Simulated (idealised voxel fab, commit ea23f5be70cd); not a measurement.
The name of this process module is voxel trench capacitor.
In the cross-section labelled cut, the width is 245 nm and each square cell is 5 nm.
How to read a cross-section here: the picture is a grid of square cells, written as bands going from the top down, and any band can span one or more rows of cells.
Each band's line starts with the height of the band's top and of its bottom, in nm. Then come its materials from left to right, each with its width in nm. One material with "throughout" fills the band from edge to edge. "blank" is empty space.
Below 0: as-received wafer, all one material; heights counted from there. Lowest band: no bottom, goes on down, written "from 0 down".
A width given as "30..40" starts at the first number in the band's top row and ends at the second number in its bottom row, shifting by an equal amount at every step from row to row.
No cell of the cross-section changed in a step that is given as "nothing altered".
The entry titled "Enclosed cavities" provides the empty spaces that have no open way to the top, restricted to those of 8 cells or more. Each is presented as width x height at distance, the distance being measured from the left edge, with all three in nm.
after a step's settings: what the simulator itself notes on the step
"overlay nm" on a masked step: distance the mask lay right of its planned place, negative for left.

Process steps - plan
1. RECEIVE with material Si
2. CONFORMAL_DEP with material SiN, thk nm 5
3. DIRECTIONAL_DEP with material aC, thk nm 15
4. PATTERN with tone open, mask id TRENCH, material resist, width nm 25, pitch nm 50, thk nm 30, overlay nm 0
5. DIRECTIONAL_ETCH with etch materials aC, depth nm 15
6. STRIP with etch materials resist
7. DIRECTIONAL_ETCH with etch materials SiN, depth nm 5
8. DIRECTIONAL_ETCH with etch materials Si, depth nm 25
9. STRIP with etch materials aC
10. CONFORMAL_DEP with material HfO2, thk nm 5
11. CONFORMAL_DEP with material TiN, thk nm 5
12. FILL_DEP with material W, thk nm 5
13. CMP with height nm 5

Cross-section of the incoming wafer, state after step 1
* from 0 down  Si throughout
* Enclosed cavities: none

Cross-section at module end, one run error; start and plan unchanged from above
* from 20 to 15  W throughout
* from 15 to 10  TiN: 70; W: 5; TiN: 45; W: 5; TiN: 45; W: 5; TiN: 70
* from 10 to 5  HfO2: 65; TiN: 5; W: 5; TiN: 5; HfO2: 35; TiN: 5; W: 5; TiN: 5; HfO2: 35; TiN: 5; W: 5; TiN: 5; HfO2: 65
* from 5 to 0  SiN: 60; HfO2: 5; TiN: 5; W: 5; TiN: 5; HfO2: 5; SiN: 25; HfO2: 5; TiN: 5; W: 5; TiN: 5; HfO2: 5; SiN: 25; HfO2: 5; TiN: 5; W: 5; TiN: 5; HfO2: 5; SiN: 60
* from 0 to -15  Si: 60; HfO2: 5; TiN: 5; W: 5; TiN: 5; HfO2: 5; Si: 25; HfO2: 5; TiN: 5; W: 5; TiN: 5; HfO2: 5; Si: 25; HfO2: 5; TiN: 5; W: 5; TiN: 5; HfO2: 5; Si: 60
* from -15 to -20  Si: 60; HfO2: 5; TiN: 15; HfO2: 5; Si: 25; HfO2: 5; TiN: 15; HfO2: 5; Si: 25; HfO2: 5; TiN: 15; HfO2: 5; Si: 60
* from -20 to -25  Si: 60; HfO2: 25; Si: 25; HfO2: 25; Si: 25; HfO2: 25; Si: 60
* from -25 down  Si throughout
* Enclosed cavities: none
Plan not followed: skipped: plan step 13 (never run)
